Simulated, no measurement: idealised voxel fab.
process module | voxel trench capacitor
cross-section cut | 245 nm wide | cells 5 nm
A cross-section is a grid of square cells, given in bands from the top down. A band is one or more rows of cells.
Each band's line starts with the height of the band's top and of its bottom, in nm. Then come its materials from left to right, each with its width in nm. One material with "throughout" fills the band from edge to edge. "air" is empty space.
Height 0 is the level under which the wafer as received is all one material. The lowest band goes on downwards, as in "0 down".
A width such as "30 to 40" changes by the same amount from each row of cells to the next, from the band's top row to its bottom row.
"no change" after a step means that no cell of the cross-section changed.
closed voids: empty space of 8 cells or more with no open way to the top, each as width x height at its distance from the left edge, in nm
after a step's settings: what the simulator itself notes on the step
overlay nm, on a step with a mask: how far to the right of its planned place the mask lay; to the left if negative
plan
1 op RECEIVE | material Si
2 op CONFORMAL_DEP | material SiN | thk nm 5
3 op PATTERN | tone open | mask id TRENCH | material resist | width nm 30 | pitch nm 45 | thk nm 15 | overlay nm 0
4 op DIRECTIONAL_ETCH | etch materials SiN | depth nm 5
5 op DIRECTIONAL_ETCH | etch materials Si | depth nm 40
6 op STRIP | etch materials resist
7 op CONFORMAL_DEP | material HfO2 | thk nm 5
8 op CONFORMAL_DEP | material TiN | thk nm 5
9 op FILL_DEP | material W | thk nm 5
10 op CMP | height nm 5
first wafer, as planned
as received, after step 1
  0 down: Si throughout
  closed voids: none
after step 2
  5 to 0: SiN throughout
  below 0: unchanged
after step 3
  20 to 5: resist 40 | air 30 | resist 15 | air 30 | resist 15 | air 30 | resist 15 | air 30 | resist 40
  below 5: unchanged
after step 4
  20 to 5: resist 40 | air 30 | resist 15 | air 30 | resist 15 | air 30 | resist 15 | air 30 | resist 40
  5 to 0: SiN 40 | air 30 | SiN 15 | air 30 | SiN 15 | air 30 | SiN 15 | air 30 | SiN 40
  below 0: unchanged
after step 5
  20 to 5: resist 40 | air 30 | resist 15 | air 30 | resist 15 | air 30 | resist 15 | air 30 | resist 40
  5 to 0: SiN 40 | air 30 | SiN 15 | air 30 | SiN 15 | air 30 | SiN 15 | air 30 | SiN 40
  0 to -40: Si 40 | air 30 | Si 15 | air 30 | Si 15 | air 30 | Si 15 | air 30 | Si 40
  below -40: unchanged
after step 6
  5 to 0: SiN 40 | air 30 | SiN 15 | air 30 | SiN 15 | air 30 | SiN 15 | air 30 | SiN 40
  below 0: unchanged
after step 7
  10 to 5: HfO2 45 | air 20 | HfO2 25 | air 20 | HfO2 25 | air 20 | HfO2 25 | air 20 | HfO2 45
  5 to 0: SiN 40 | HfO2 5 | air 20 | HfO2 5 | SiN 15 | HfO2 5 | air 20 | HfO2 5 | SiN 15 | HfO2 5 | air 20 | HfO2 5 | SiN 15 | HfO2 5 | air 20 | HfO2 5 | SiN 40
  0 to -35: Si 40 | HfO2 5 | air 20 | HfO2 5 | Si 15 | HfO2 5 | air 20 | HfO2 5 | Si 15 | HfO2 5 | air 20 | HfO2 5 | Si 15 | HfO2 5 | air 20 | HfO2 5 | Si 40
  -35 to -40: Si 40 | HfO2 30 | Si 15 | HfO2 30 | Si 15 | HfO2 30 | Si 15 | HfO2 30 | Si 40
  below -40: unchanged
after step 8
  15 to 10: TiN 50 | air 10 | TiN 35 | air 10 | TiN 35 | air 10 | TiN 35 | air 10 | TiN 50
  10 to 5: HfO2 45 | TiN 5 | air 10 | TiN 5 | HfO2 25 | TiN 5 | air 10 | TiN 5 | HfO2 25 | TiN 5 | air 10 | TiN 5 | HfO2 25 | TiN 5 | air 10 | TiN 5 | HfO2 45
  5 to 0: SiN 40 | HfO2 5 | TiN 5 | air 10 | TiN 5 | HfO2 5 | SiN 15 | HfO2 5 | TiN 5 | air 10 | TiN 5 | HfO2 5 | SiN 15 | HfO2 5 | TiN 5 | air 10 | TiN 5 | HfO2 5 | SiN 15 | HfO2 5 | TiN 5 | air 10 | TiN 5 | HfO2 5 | SiN 40
  0 to -30: Si 40 | HfO2 5 | TiN 5 | air 10 | TiN 5 | HfO2 5 | Si 15 | HfO2 5 | TiN 5 | air 10 | TiN 5 | HfO2 5 | Si 15 | HfO2 5 | TiN 5 | air 10 | TiN 5 | HfO2 5 | Si 15 | HfO2 5 | TiN 5 | air 10 | TiN 5 | HfO2 5 | Si 40
  -30 to -35: Si 40 | HfO2 5 | TiN 20 | HfO2 5 | Si 15 | HfO2 5 | TiN 20 | HfO2 5 | Si 15 | HfO2 5 | TiN 20 | HfO2 5 | Si 15 | HfO2 5 | TiN 20 | HfO2 5 | Si 40
  below -35: unchanged
after step 9
  20 to 15: W throughout
  15 to 10: TiN 50 | W 10 | TiN 35 | W 10 | TiN 35 | W 10 | TiN 35 | W 10 | TiN 50
  10 to 5: HfO2 45 | TiN 5 | W 10 | TiN 5 | HfO2 25 | TiN 5 | W 10 | TiN 5 | HfO2 25 | TiN 5 | W 10 | TiN 5 | HfO2 25 | TiN 5 | W 10 | TiN 5 | HfO2 45
  5 to 0: SiN 40 | HfO2 5 | TiN 5 | W 10 | TiN 5 | HfO2 5 | SiN 15 | HfO2 5 | TiN 5 | W 10 | TiN 5 | HfO2 5 | SiN 15 | HfO2 5 | TiN 5 | W 10 | TiN 5 | HfO2 5 | SiN 15 | HfO2 5 | TiN 5 | W 10 | TiN 5 | HfO2 5 | SiN 40
  0 to -30: Si 40 | HfO2 5 | TiN 5 | W 10 | TiN 5 | HfO2 5 | Si 15 | HfO2 5 | TiN 5 | W 10 | TiN 5 | HfO2 5 | Si 15 | HfO2 5 | TiN 5 | W 10 | TiN 5 | HfO2 5 | Si 15 | HfO2 5 | TiN 5 | W 10 | TiN 5 | HfO2 5 | Si 40
  below -30: unchanged
after step 10
  5 to 0: SiN 40 | HfO2 5 | TiN 5 | W 10 | TiN 5 | HfO2 5 | SiN 15 | HfO2 5 | TiN 5 | W 10 | TiN 5 | HfO2 5 | SiN 15 | HfO2 5 | TiN 5 | W 10 | TiN 5 | HfO2 5 | SiN 15 | HfO2 5 | TiN 5 | W 10 | TiN 5 | HfO2 5 | SiN 40
  below 0: unchanged
second wafer: like start, like plan, one mistake. Through step 8 it matches the first wafer
when step 9 should have ended
  25 to 15: W throughout
  15 to 10: TiN 50 | W 10 | TiN 35 | W 10 | TiN 35 | W 10 | TiN 35 | W 10 | TiN 50
  10 to 5: HfO2 45 | TiN 5 | W 10 | TiN 5 | HfO2 25 | TiN 5 | W 10 | TiN 5 | HfO2 25 | TiN 5 | W 10 | TiN 5 | HfO2 25 | TiN 5 | W 10 | TiN 5 | HfO2 45
  5 to 0: SiN 40 | HfO2 5 | TiN 5 | W 10 | TiN 5 | HfO2 5 | SiN 15 | HfO2 5 | TiN 5 | W 10 | TiN 5 | HfO2 5 | SiN 15 | HfO2 5 | TiN 5 | W 10 | TiN 5 | HfO2 5 | SiN 15 | HfO2 5 | TiN 5 | W 10 | TiN 5 | HfO2 5 | SiN 40
  0 to -30: Si 40 | HfO2 5 | TiN 5 | W 10 | TiN 5 | HfO2 5 | Si 15 | HfO2 5 | TiN 5 | W 10 | TiN 5 | HfO2 5 | Si 15 | HfO2 5 | TiN 5 | W 10 | TiN 5 | HfO2 5 | Si 15 | HfO2 5 | TiN 5 | W 10 | TiN 5 | HfO2 5 | Si 40
  below -30: unchanged
when step 10 should have ended
  5 to 0: SiN 40 | HfO2 5 | TiN 5 | W 10 | TiN 5 | HfO2 5 | SiN 15 | HfO2 5 | TiN 5 | W 10 | TiN 5 | HfO2 5 | SiN 15 | HfO2 5 | TiN 5 | W 10 | TiN 5 | HfO2 5 | SiN 15 | HfO2 5 | TiN 5 | W 10 | TiN 5 | HfO2 5 | SiN 40
  below 0: unchanged
what went wrong: step 9 was run twice
at the end the two cross-sections are the same: no effect in what this model computes
